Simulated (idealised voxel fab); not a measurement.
You're looking at the process module voxel self aligned contacts.
Square cell edge 5 nm, section width 275 nm, ID cut.
Heads up, the way a cross-section reads in here is a grid of square cells, handed over as bands from the top down, with every band being one or more rows of cells.
Basically the band line says how high the top is and how high the bottom is, in nm, and then what's in it from left to right, every material with its width in nm. Empty space shows up as "air", and if a single material carries "all across" it runs the full band edge to edge.
Convention: height 0 is the level below which the wafer, as received, is all one material. The lowest band does not terminate at the bottom but continues downward, represented as "top 0, no bottom".
It should be noted that a width expressed as "30->40" varies in equal increments from row to row of cells within the band, taking the value of the first number at the top row and that of the second number at the bottom row.
Given "identical to before" for a step, no cell of the cross-section differs between before and after that step.
"Closed void table" specifies each empty space that is not open to the top and that occupies no fewer than 8 cells, using the form width x height at distance, the distance measured from the left edge and all three quantities in nm.
Past the settings on a step's line: simulator remark, on that step.
On any step carrying a mask, the "overlay nm" setting, if present on the step's line, tells how far right of its planned place the mask lay; negative values point to the left.
## Listed below are the process steps as planned
step 1: RECEIVE,material Si
step 2: OXIDIZE,depth nm 5
step 3: DIRECTIONAL_DEP,material polySi,thk nm 30
step 4: DIRECTIONAL_DEP,material SiN,thk nm 20
step 5: PATTERN,tone cover,mask id GATE,material resist,width nm 35,pitch nm 65,thk nm 20,overlay nm 0
step 6: DIRECTIONAL_ETCH,etch materials SiN,depth nm 20
step 7: DIRECTIONAL_ETCH,etch materials polySi,depth nm 30
step 8: STRIP,etch materials resist
step 9: CONFORMAL_DEP,material SiN,thk nm 5
step 10: DIRECTIONAL_ETCH,etch materials SiN,depth nm 5
step 11: FILL_DEP,material SiO2,thk nm 10
step 12: CMP,height nm 55
step 13: PATTERN,tone open,mask id CONTACT,material resist,width nm 40,pitch nm 65,thk nm 15,overlay nm 0
step 14: DIRECTIONAL_ETCH,etch materials SiO2,depth nm 60
step 15: STRIP,etch materials resist
step 16: CONFORMAL_DEP,material TiN,thk nm 5
step 17: FILL_DEP,material W,thk nm 5
step 18: CMP,height nm 55
step 19: CONFORMAL_DEP,material SiCN,thk nm 5
## Cross-section: wafer on arrival = after step 1
- top 0, no bottom = Si all across
- Closed void table: none
## End state of the module in cross-section, given the above starting point and plan and one mistake in execution
- top 60, bottom 55 = SiCN all across
- top 55, bottom 50 = 85 nm SiO2 | 10 nm TiN | 10 nm W | 20 nm TiN | 25 nm SiO2 | 10 nm TiN | 10 nm W | 20 nm TiN | 85 nm SiO2
- top 50, bottom 30 = 45 nm SiO2 | 45 nm SiN | 5 nm TiN | 10 nm W | 5 nm TiN | 45 nm SiN | 5 nm TiN | 10 nm W | 5 nm TiN | 45 nm SiN | 55 nm SiO2
- top 30, bottom 0 = 45 nm SiO2 | 5 nm SiN | 35 nm polySi | 5 nm SiN | 5 nm TiN | 10 nm W | 5 nm TiN | 5 nm SiN | 35 nm polySi | 5 nm SiN | 5 nm TiN | 10 nm W | 5 nm TiN | 5 nm SiN | 35 nm polySi | 5 nm SiN | 55 nm SiO2
- top 0, bottom -5 = 90 nm SiO2 | 20 nm TiN | 45 nm SiO2 | 20 nm TiN | 100 nm SiO2
- top -5, no bottom = Si all across
- Closed void table: none
Deviation from plan: step 5 deviated from plan and actually ran as PATTERN,tone cover,mask id GATE,material resist,width nm 35,pitch nm 65,thk nm 20,overlay nm -5
